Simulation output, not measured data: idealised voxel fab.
This section sets out a process module, namely voxel self aligned vias.
Displayed cross-section: cut, width of 290 nm, square cells sized 5 nm.
We lay out every cross-section as a grid of square cells and spell it out in bands from the top down, where one band means one or more rows of cells.
What a band's entry tells you: where the top is and where the bottom is, as heights in nm, and after that what lies inside, material by material from left to right, each with its width in nm. Empty space is written as the word "empty", and a single material marked with the word "throughout" occupies the band from edge to edge.
A quick word on heights: they are counted from 0, and under that level the wafer as it came to us is one material throughout. The lowest band is different from the rest in having no bottom; it simply continues downward, written as in "z 0 and below".
A two-number width, for instance "30 to 40", indicates that the width is equal to the first number in the top row of the band and to the second number in the bottom row, and that it changes by a constant amount per row of cells.
When a step is marked "no modifications", none of the cells in the cross-section changed during that step.
If an empty space has no open way to the top and is at least 8 cells in size, "Voids, sealed" lists it, written width x height at distance, where distance is measured from the left edge and every value is in nm.
Where a step's line continues beyond its settings, the continuation is a remark by the simulator itself on that step.
"overlay nm" denotes, for a step that has a mask, the displacement of the mask to the right of its planned place, with negative values corresponding to the left.
Process steps (planned):
1) RECEIVE | material Si
2) CONFORMAL_DEP | material SiO2 | thk nm 10
3) CONFORMAL_DEP | material SiCN | thk nm 5
4) DIRECTIONAL_DEP | material lowk | thk nm 30
5) DIRECTIONAL_DEP | material aC | thk nm 10
6) PATTERN | tone open | mask id LINES | material resist | width nm 30 | pitch nm 80 | thk nm 25 | overlay nm 0
7) DIRECTIONAL_ETCH | etch materials aC | depth nm 10
8) STRIP | etch materials resist
9) DIRECTIONAL_ETCH | etch materials lowk | depth nm 30
10) STRIP | etch materials aC
11) CONFORMAL_DEP | material TiN | thk nm 5
12) FILL_DEP | material Ru | thk nm 5
13) CMP | height nm 45
14) SELECTIVE_ETCH | etch materials W Ru TiN | depth nm 10
15) FILL_DEP | material SiN | thk nm 5
16) CMP | height nm 45
17) DIRECTIONAL_DEP | material lowk | thk nm 15
18) DIRECTIONAL_DEP | material aC | thk nm 15
19) PATTERN | tone open | mask id VIAS | material resist | width nm 50 | pitch nm 80 | thk nm 35 | overlay nm 0
20) DIRECTIONAL_ETCH | etch materials aC | depth nm 15
21) STRIP | etch materials resist
22) DIRECTIONAL_ETCH | etch materials lowk | depth nm 15
23) DIRECTIONAL_ETCH | etch materials SiN | depth nm 10
24) STRIP | etch materials aC
25) CONFORMAL_DEP | material TiN | thk nm 5
26) FILL_DEP | material Ru | thk nm 5
27) CMP | height nm 60
28) CONFORMAL_DEP | material SiCN | thk nm 5
Cross-section, incoming material, after step 1:
- z 0 and below | Si throughout
- Voids, sealed: none
Cross-section, first of two wafers, end of module, run as planned:
- z 65 to 60 | SiCN throughout
- z 60 to 50 | 80 of lowk, 5 of TiN, 40 of Ru, 5 of TiN, 30 of lowk, 5 of TiN, 40 of Ru, 5 of TiN, 80 of lowk
- z 50 to 40 | 80 to 90 of lowk, 15 to 5 of TiN, 20 of Ru, 15 to 5 of TiN, 30 to 50 of lowk, 15 to 5 of TiN, 20 of Ru, 15 to 5 of TiN, 80 to 90 of lowk
- z 40 to 35 | 90 of lowk, 30 of TiN, 50 of lowk, 30 of TiN, 90 of lowk
- z 35 to 20 | 90 of lowk, 5 of TiN, 20 of Ru, 5 of TiN, 50 of lowk, 5 of TiN, 20 of Ru, 5 of TiN, 90 of lowk
- z 20 to 15 | 90 of lowk, 30 of TiN, 50 of lowk, 30 of TiN, 90 of lowk
- z 15 to 10 | SiCN throughout
- z 10 to 0 | SiO2 throughout
- z 0 and below | Si throughout
- Voids, sealed: none
Wafer two, end of module, cross-section. Same start, same plan as wafer one. One mistake in the run:
- z 65 to 60 | SiCN throughout
- z 60 to 40 | 80 of lowk, 5 of TiN, 40 of Ru, 5 of TiN, 30 of lowk, 5 of TiN, 40 of Ru, 5 of TiN, 80 of lowk
- z 40 to 35 | 80 of lowk, 50 of TiN, 30 of lowk, 50 of TiN, 80 of lowk
- z 35 to 30 | 80 of lowk, 15 of TiN, 20 of Ru, 15 of TiN, 30 of lowk, 15 of TiN, 20 of Ru, 15 of TiN, 80 of lowk
- z 30 to 20 | 90 of lowk, 5 of TiN, 20 of Ru, 5 of TiN, 50 of lowk, 5 of TiN, 20 of Ru, 5 of TiN, 90 of lowk
- z 20 to 15 | 90 of lowk, 30 of TiN, 50 of lowk, 30 of TiN, 90 of lowk
- z 15 to 10 | SiCN throughout
- z 10 to 0 | SiO2 throughout
- z 0 and below | Si throughout
- Voids, sealed: none
Short version of what went wrong: in the plan, step 22 was performed twice
End check, counted in cells, second wafer has more or fewer of these materials than the first: Ru +16, TiN +8, lowk -24
